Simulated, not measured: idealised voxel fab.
A process module follows: voxel transistor to metal.
Xsec cut, 185 nm wide, square cell size 5 nm.
Cross-section format: a grid of square cells, given as bands from top to bottom; each band is one or more rows of cells. What a band's entry tells you: where the top is and where the bottom is, as heights in nm, and after that what lies inside, material by material from left to right, each with its width in nm. Empty space is written as the word "blank", and a single material marked with the word "everywhere" occupies the band from edge to edge. Below 0: as-received wafer, all one material; heights counted from there. Lowest band: no bottom, goes on down, written "from 0 down". The notation "30 to 40" denotes a width that varies across the rows of cells in the band, beginning at the first number in the top row, finishing at the second number in the bottom row, and changing by an identical amount from each row to the next. For the purposes of this document, the phrase "no change" attached to a step denotes that no cell within the cross-section was modified by that step. Reported under the label "Enclosed void inventory" are the empty spaces having no open way to the top and comprising 8 cells or more; the notation for each is width x height at distance, in which the distance is measured from the left edge and all three values are in nm. What comes after the settings on a step's line is commentary from the simulator itself on that step. "overlay nm" answers the question of how far to the right of plan the mask lay on a step that has a mask, and when it is negative the answer is to the left.
Planned step list for the process
1: RECEIVE (material Si)
2: OXIDIZE (depth nm 5)
3: CONFORMAL_DEP (material SiN; thk nm 10)
4: DIRECTIONAL_DEP (material aC; thk nm 10)
5: PATTERN (tone cover; mask id ACTIVE; material resist; width nm 95; thk nm 30; overlay nm 0)
6: DIRECTIONAL_ETCH (etch materials aC; depth nm 10)
7: STRIP (etch materials resist)
8: DIRECTIONAL_ETCH (etch materials SiN; depth nm 10)
9: DIRECTIONAL_ETCH (etch materials SiO2; depth nm 5)
10: DIRECTIONAL_ETCH (etch materials Si; depth nm 25)
11: STRIP (etch materials aC)
12: FILL_DEP (material SiO2; thk nm 10)
13: CMP (height nm 10)
14: SELECTIVE_ETCH (etch materials SiO2; depth nm 5)
15: STRIP (etch materials SiN)
16: SELECTIVE_ETCH (etch materials SiO2; depth nm 5)
17: OXIDIZE (depth nm 5)
18: DIRECTIONAL_DEP (material polySi; thk nm 20)
19: DIRECTIONAL_DEP (material SiCN; thk nm 15)
20: DIRECTIONAL_DEP (material aC; thk nm 10)
21: PATTERN (tone cover; mask id GATE; material resist; width nm 25; thk nm 30; overlay nm 0)
22: DIRECTIONAL_ETCH (etch materials aC; depth nm 10)
23: STRIP (etch materials resist)
24: DIRECTIONAL_ETCH (etch materials SiCN; depth nm 25)
25: DIRECTIONAL_ETCH (etch materials polySi; depth nm 30)
26: STRIP (etch materials aC)
27: CONFORMAL_DEP (material SiN; thk nm 10)
28: DIRECTIONAL_ETCH (etch materials SiN; depth nm 10)
29: DIRECTIONAL_ETCH (etch materials SiO2; depth nm 5)
30: EPI (material nSi; thk nm 5)
31: FILL_DEP (material SiO2; thk nm 5)
32: CMP (height nm 15)
33: STRIP (etch materials polySi)
34: SELECTIVE_ETCH (etch materials SiO2; depth nm 5)
35: CONFORMAL_DEP (material HfO2; thk nm 5)
36: CONFORMAL_DEP (material TiN; thk nm 5)
37: FILL_DEP (material W; thk nm 10)
38: CMP (height nm 10)
39: DIRECTIONAL_DEP (material SiO2; thk nm 15)
40: DIRECTIONAL_DEP (material aC; thk nm 10)
41: PATTERN (tone open; mask id CONTACT; material resist; width nm 15; pitch nm 70; thk nm 30; overlay nm 0)
42: DIRECTIONAL_ETCH (etch materials aC; depth nm 10)
43: STRIP (etch materials resist)
44: DIRECTIONAL_ETCH (etch materials SiO2; depth nm 30)
45: STRIP (etch materials aC)
46: CONFORMAL_DEP (material TiN; thk nm 5)
47: FILL_DEP (material W; thk nm 5)
48: CMP (height nm 25)
49: DIRECTIONAL_DEP (material TiN; thk nm 5)
50: DIRECTIONAL_DEP (material W; thk nm 15)
51: DIRECTIONAL_DEP (material aC; thk nm 15)
52: PATTERN (tone cover; mask id METAL_1; material resist; width nm 15; pitch nm 70; thk nm 35; overlay nm 0)
53: DIRECTIONAL_ETCH (etch materials aC; depth nm 15)
54: STRIP (etch materials resist)
55: DIRECTIONAL_ETCH (etch materials W; depth nm 15)
56: DIRECTIONAL_ETCH (etch materials TiN; depth nm 5)
57: STRIP (etch materials aC)
58: FILL_DEP (material lowk; thk nm 10)
59: CMP (height nm 45)
60: CONFORMAL_DEP (material SiCN; thk nm 5)
61: DIRECTIONAL_DEP (material SiO2; thk nm 35)
62: PATTERN (tone open; mask id METAL_2; material resist; width nm 15; pitch nm 70; thk nm 20; overlay nm 0)
63: DIRECTIONAL_ETCH (etch materials SiO2; depth nm 20)
64: STRIP (etch materials resist)
65: MASKED_ETCH (tone open; mask id METAL_2_HOLES; width nm 15; pitch nm 70; etch materials SiO2; depth nm 15; overlay nm 0)
66: MASKED_ETCH (tone open; mask id METAL_2_HOLES; width nm 15; pitch nm 70; etch materials SiCN; depth nm 5; overlay nm 0)
67: CONFORMAL_DEP (material TiN; thk nm 5)
68: FILL_DEP (material Cu; thk nm 10)
69: CMP (height nm 85)
70: CONFORMAL_DEP (material SiCN; thk nm 5)
Wafer cross-section on receipt, i.e. after step 1
  from 0 down | Si everywhere
  Enclosed void inventory: none
This is how the wafer looks in cross-section once the module is done, given the starting state and plan above and one mistake in carrying the plan out
  from 95 to 90 | SiCN everywhere
  from 90 to 85 | 55 TiN, then 5 Cu, then 65 TiN, then 5 Cu, then 55 TiN
  from 85 to 50 | 50 SiO2, then 5 TiN, then 5 Cu, then 5 TiN, then 55 SiO2, then 5 TiN, then 5 Cu, then 5 TiN, then 50 SiO2
  from 50 to 45 | 50 SiCN, then 15 TiN, then 55 SiCN, then 15 TiN, then 50 SiCN
  from 45 to 30 | 50 lowk, then 15 W, then 55 lowk, then 15 W, then 50 lowk
  from 30 to 25 | 50 lowk, then 15 TiN, then 55 lowk, then 15 TiN, then 50 lowk
  from 25 to 10 | 50 SiO2, then 5 TiN, then 5 W, then 5 TiN, then 55 SiO2, then 5 TiN, then 5 W, then 5 TiN, then 50 SiO2
  from 10 to 0 | 50 SiO2, then 5 TiN, then 5 W, then 5 TiN, then 5 SiO2, then 10 SiN, then 5 HfO2, then 5 TiN, then 5 W, then 5 TiN, then 5 HfO2, then 10 SiN, then 5 SiO2, then 5 TiN, then 5 W, then 5 TiN, then 50 SiO2
  from 0 to -5 | 40 SiO2, then 10 SiN, then 15 TiN, then 5 SiO2, then 10 SiN, then 5 HfO2, then 15 TiN, then 5 HfO2, then 10 SiN, then 5 SiO2, then 15 TiN, then 10 SiN, then 40 SiO2
  from -5 to -10 | 50 SiO2, then 20 nSi, then 5 SiO2, then 35 HfO2, then 5 SiO2, then 20 nSi, then 50 SiO2
  from -10 to -30 | 45 SiO2, then 95 Si, then 45 SiO2
  from -30 down | Si everywhere
  Enclosed void inventory: none
Where did the run depart from the plan? not per plan at step 69, really ran CMP (height nm 90)
